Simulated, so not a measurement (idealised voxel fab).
process module | voxel transistor to metal
cross-section cut | 275 nm wide | cells 5 nm
A cross-section is a grid of square cells, given in bands from the top down. A band is one or more rows of cells.
Each band's line starts with the height of the band's top and of its bottom, in nm. Then come its materials from left to right, each with its width in nm. One material with "throughout" fills the band from edge to edge. "air" is empty space.
Height 0 is the level under which the wafer as received is all one material. The lowest band goes on downwards, as in "0 down".
A width such as "30 to 40" changes by the same amount from each row of cells to the next, from the band's top row to its bottom row.
"no change" after a step means that no cell of the cross-section changed.
closed voids: empty space of 8 cells or more with no open way to the top, each as width x height at its distance from the left edge, in nm
after a step's settings: what the simulator itself notes on the step
overlay nm, on a step with a mask: how far to the right of its planned place the mask lay; to the left if negative
plan
1 op RECEIVE | material Si
2 op CONFORMAL_DEP | material SiO2 | thk nm 5
3 op CONFORMAL_DEP | material SiN | thk nm 10
4 op DIRECTIONAL_DEP | material aC | thk nm 10
5 op PATTERN | tone cover | mask id ACTIVE | material resist | width nm 105 | pitch nm 125 | thk nm 30 | overlay nm 0
6 op DIRECTIONAL_ETCH | etch materials aC | depth nm 10
7 op STRIP | etch materials resist
8 op DIRECTIONAL_ETCH | etch materials SiN | depth nm 10
9 op DIRECTIONAL_ETCH | etch materials SiO2 | depth nm 5
10 op DIRECTIONAL_ETCH | etch materials Si | depth nm 20
11 op STRIP | etch materials aC
12 op OXIDIZE | depth nm 5
13 op FILL_DEP | material SiO2 | thk nm 15
14 op CMP | height nm 15
15 op SELECTIVE_ETCH | etch materials SiO2 | depth nm 10
16 op STRIP | etch materials SiN
17 op SELECTIVE_ETCH | etch materials SiO2 | depth nm 5
18 op OXIDIZE | depth nm 5
19 op DIRECTIONAL_DEP | material polySi | thk nm 25
20 op DIRECTIONAL_DEP | material SiCN | thk nm 15
21 op PATTERN | tone cover | mask id GATE | material resist | width nm 25 | pitch nm 125 | thk nm 15 | overlay nm 0
22 op DIRECTIONAL_ETCH | etch materials SiCN | depth nm 25
23 op DIRECTIONAL_ETCH | etch materials polySi | depth nm 35
24 op STRIP | etch materials resist
25 op CONFORMAL_DEP | material SiO2 | thk nm 5
26 op DIRECTIONAL_ETCH | etch materials SiO2 | depth nm 5
27 op CONFORMAL_DEP | material SiN | thk nm 10
28 op DIRECTIONAL_ETCH | etch materials SiN | depth nm 10
29 op DIRECTIONAL_ETCH | etch materials SiO2 | depth nm 5
30 op EPI | material SiGe | thk nm 5
31 op FILL_DEP | material SiO2 | thk nm 10
32 op CMP | height nm 25
33 op STRIP | etch materials polySi
34 op SELECTIVE_ETCH | etch materials SiO2 | depth nm 5
35 op CONFORMAL_DEP | material HfO2 | thk nm 5
36 op CONFORMAL_DEP | material TiN | thk nm 5
37 op FILL_DEP | material W | thk nm 5
38 op CMP | height nm 20
39 op DIRECTIONAL_DEP | material SiO2 | thk nm 10
40 op MASKED_ETCH | tone open | mask id CONTACT | width nm 15 | etch materials SiO2 | depth nm 30 | overlay nm 0
41 op CONFORMAL_DEP | material TiN | thk nm 5
42 op FILL_DEP | material Ru | thk nm 5
43 op CMP | height nm 30
44 op DIRECTIONAL_DEP | material TiN | thk nm 5
45 op DIRECTIONAL_DEP | material Ru | thk nm 25
46 op PATTERN | tone cover | mask id METAL_1 | material resist | width nm 15 | thk nm 20 | overlay nm 0
47 op DIRECTIONAL_ETCH | etch materials Ru | depth nm 25
48 op DIRECTIONAL_ETCH | etch materials TiN | depth nm 5
49 op STRIP | etch materials resist
50 op FILL_DEP | material lowk | thk nm 5
51 op CMP | height nm 60
52 op CONFORMAL_DEP | material SiN | thk nm 5
as received, after step 1
  0 down: Si throughout
  closed voids: none
first wafer at the end, as planned
  65 to 60: SiN throughout
  60 to 35: lowk 25 | Ru 15 | lowk 65 | Ru 15 | lowk 30 | Ru 15 | lowk 65 | Ru 15 | lowk 30
  35 to 30: lowk 25 | TiN 15 | lowk 65 | TiN 15 | lowk 30 | TiN 15 | lowk 65 | TiN 15 | lowk 30
  30 to 20: SiO2 25 | TiN 5 | Ru 5 | TiN 5 | SiO2 65 | TiN 5 | Ru 5 | TiN 5 | SiO2 30 | TiN 5 | Ru 5 | TiN 5 | SiO2 65 | TiN 5 | Ru 5 | TiN 5 | SiO2 30
  20 to 5: SiO2 25 | TiN 5 | Ru 5 | TiN 5 | SiO2 5 | SiN 10 | HfO2 5 | TiN 5 | W 15 | TiN 5 | HfO2 5 | SiN 10 | SiO2 5 | TiN 5 | Ru 5 | TiN 5 | SiO2 30 | TiN 5 | Ru 5 | TiN 5 | SiO2 5 | SiN 10 | HfO2 5 | TiN 5 | W 15 | TiN 5 | HfO2 5 | SiN 10 | SiO2 5 | TiN 5 | Ru 5 | TiN 5 | SiO2 30
  5 to 0: SiO2 25 | TiN 15 | SiO2 5 | SiN 10 | HfO2 5 | TiN 25 | HfO2 5 | SiN 10 | SiO2 5 | TiN 15 | SiO2 30 | TiN 15 | SiO2 5 | SiN 10 | HfO2 5 | TiN 25 | HfO2 5 | SiN 10 | SiO2 5 | TiN 15 | SiO2 30
  0 to -5: SiO2 20 | SiGe 25 | SiO2 10 | HfO2 35 | SiO2 10 | SiGe 25 | SiO2 20 | SiGe 25 | SiO2 10 | HfO2 35 | SiO2 10 | SiGe 25 | SiO2 25
  -5 to -25: SiO2 25 | Si 95 | SiO2 30 | Si 95 | SiO2 30
  -25 down: Si throughout
  closed voids: none
second wafer at the end: like start, like plan, one mistake
  65 to 60: SiN throughout
  60 to 35: lowk 25 | Ru 15 | lowk 65 | Ru 15 | lowk 30 | Ru 15 | lowk 65 | Ru 15 | lowk 30
  35 to 30: lowk 25 | TiN 15 | lowk 65 | TiN 15 | lowk 30 | TiN 15 | lowk 65 | TiN 15 | lowk 30
  30 to 25: Ru 20 | TiN 5 | SiO2 15 | TiN 5 | Ru 55 | TiN 5 | SiO2 15 | TiN 5 | Ru 20 | TiN 5 | SiO2 15 | TiN 5 | Ru 55 | TiN 5 | SiO2 15 | TiN 5 | Ru 25
  25 to 20: Ru 20 | TiN 5 | SiO2 15 | TiN 65 | SiO2 15 | TiN 5 | Ru 20 | TiN 5 | SiO2 15 | TiN 65 | SiO2 15 | TiN 5 | Ru 25
  20 to 5: Ru 20 | TiN 5 | SiO2 15 | TiN 5 | SiN 10 | HfO2 5 | TiN 5 | W 15 | TiN 5 | HfO2 5 | SiN 10 | TiN 5 | SiO2 15 | TiN 5 | Ru 20 | TiN 5 | SiO2 15 | TiN 5 | SiN 10 | HfO2 5 | TiN 5 | W 15 | TiN 5 | HfO2 5 | SiN 10 | TiN 5 | SiO2 15 | TiN 5 | Ru 25
  5 to 0: TiN 25 | SiO2 15 | TiN 5 | SiN 10 | HfO2 5 | TiN 25 | HfO2 5 | SiN 10 | TiN 5 | SiO2 15 | TiN 30 | SiO2 15 | TiN 5 | SiN 10 | HfO2 5 | TiN 25 | HfO2 5 | SiN 10 | TiN 5 | SiO2 15 | TiN 30
  0 to -5: SiO2 20 | SiGe 25 | SiO2 10 | HfO2 35 | SiO2 10 | SiGe 25 | SiO2 20 | SiGe 25 | SiO2 10 | HfO2 35 | SiO2 10 | SiGe 25 | SiO2 25
  -5 to -25: SiO2 25 | Si 95 | SiO2 30 | Si 95 | SiO2 30
  -25 down: Si throughout
  closed voids: none
what went wrong: step 40 ran as: op MASKED_ETCH | tone cover | mask id CONTACT | width nm 15 | etch materials SiO2 | depth nm 30 | overlay nm 0
at the end the second wafer has, in cells: 67 more of Ru | 98 fewer of SiO2 | 31 more of TiN
